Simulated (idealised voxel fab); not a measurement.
process module | voxel air gaps
cross-section cut | 270 nm wide | cells 5 nm
A cross-section is a grid of square cells, given in bands from the top down. A band is one or more rows of cells.
Each band's line starts with the height of the band's top and of its bottom, in nm. Then come its materials from left to right, each with its width in nm. One material with "throughout" fills the band from edge to edge. "air" is empty space.
Height 0 is the level under which the wafer as received is all one material. The lowest band goes on downwards, as in "0 down".
A width such as "30 to 40" changes by the same amount from each row of cells to the next, from the band's top row to its bottom row.
"no change" after a step means that no cell of the cross-section changed.
closed voids: empty space of 8 cells or more with no open way to the top, each as width x height at its distance from the left edge, in nm
after a step's settings: what the simulator itself notes on the step
overlay nm, on a step with a mask: how far to the right of its planned place the mask lay; to the left if negative
plan
1 op RECEIVE | material Si
2 op CONFORMAL_DEP | material SiO2 | thk nm 10
3 op CONFORMAL_DEP | material SiN | thk nm 5
4 op DIRECTIONAL_DEP | material lowk | thk nm 30
5 op PATTERN | tone open | mask id LINES | material resist | width nm 20 | pitch nm 45 | thk nm 20 | overlay nm 0
6 op DIRECTIONAL_ETCH | etch materials lowk | depth nm 30
7 op STRIP | etch materials resist
8 op CONFORMAL_DEP | material TiN | thk nm 5
9 op FILL_DEP | material Ru | thk nm 10
10 op CMP | height nm 45
11 op EPI | material Ru | thk nm 10
12 op SELECTIVE_ETCH | etch materials lowk | depth nm 40
13 op CONFORMAL_DEP | material SiCN | thk nm 5
as received, after step 1
  0 down: Si throughout
  closed voids: none
first wafer at the end, as planned
  60 to 55: air 65 | SiCN 140 | air 65
  55 to 45: air 65 | SiCN 5 | Ru 40 | SiCN 5 | Ru 40 | SiCN 5 | Ru 40 | SiCN 5 | air 65
  45 to 40: air 65 | SiCN 15 | TiN 5 | Ru 10 | TiN 5 | SiCN 25 | TiN 5 | Ru 10 | TiN 5 | SiCN 25 | TiN 5 | Ru 10 | TiN 5 | SiCN 15 | air 65
  40 to 20: air 75 | SiCN 5 | TiN 5 | Ru 10 | TiN 5 | SiCN 5 | air 15 | SiCN 5 | TiN 5 | Ru 10 | TiN 5 | SiCN 5 | air 15 | SiCN 5 | TiN 5 | Ru 10 | TiN 5 | SiCN 5 | air 75
  20 to 15: SiCN 80 | TiN 20 | SiCN 25 | TiN 20 | SiCN 25 | TiN 20 | SiCN 80
  15 to 10: SiN throughout
  10 to 0: SiO2 throughout
  0 down: Si throughout
  closed voids: 15 x 20 at 105; 15 x 20 at 150
second wafer at the end: like start, like plan, one mistake
  75 to 70: SiCN throughout
  70 to 50: Ru throughout
  50 to 45: TiN 85 | Ru 10 | TiN 35 | Ru 10 | TiN 35 | Ru 10 | TiN 85
  45 to 20: lowk 80 | TiN 5 | Ru 10 | TiN 5 | lowk 25 | TiN 5 | Ru 10 | TiN 5 | lowk 25 | TiN 5 | Ru 10 | TiN 5 | lowk 80
  20 to 15: lowk 80 | TiN 20 | lowk 25 | TiN 20 | lowk 25 | TiN 20 | lowk 80
  15 to 10: SiN throughout
  10 to 0: SiO2 throughout
  0 down: Si throughout
  closed voids: none
what went wrong: step 10 was left out
at the end the second wafer has, in cells: 174 more of Ru | 64 fewer of SiCN | 48 more of TiN | 252 more of lowk
closed voids at the end (first wafer, second wafer): 2, 0
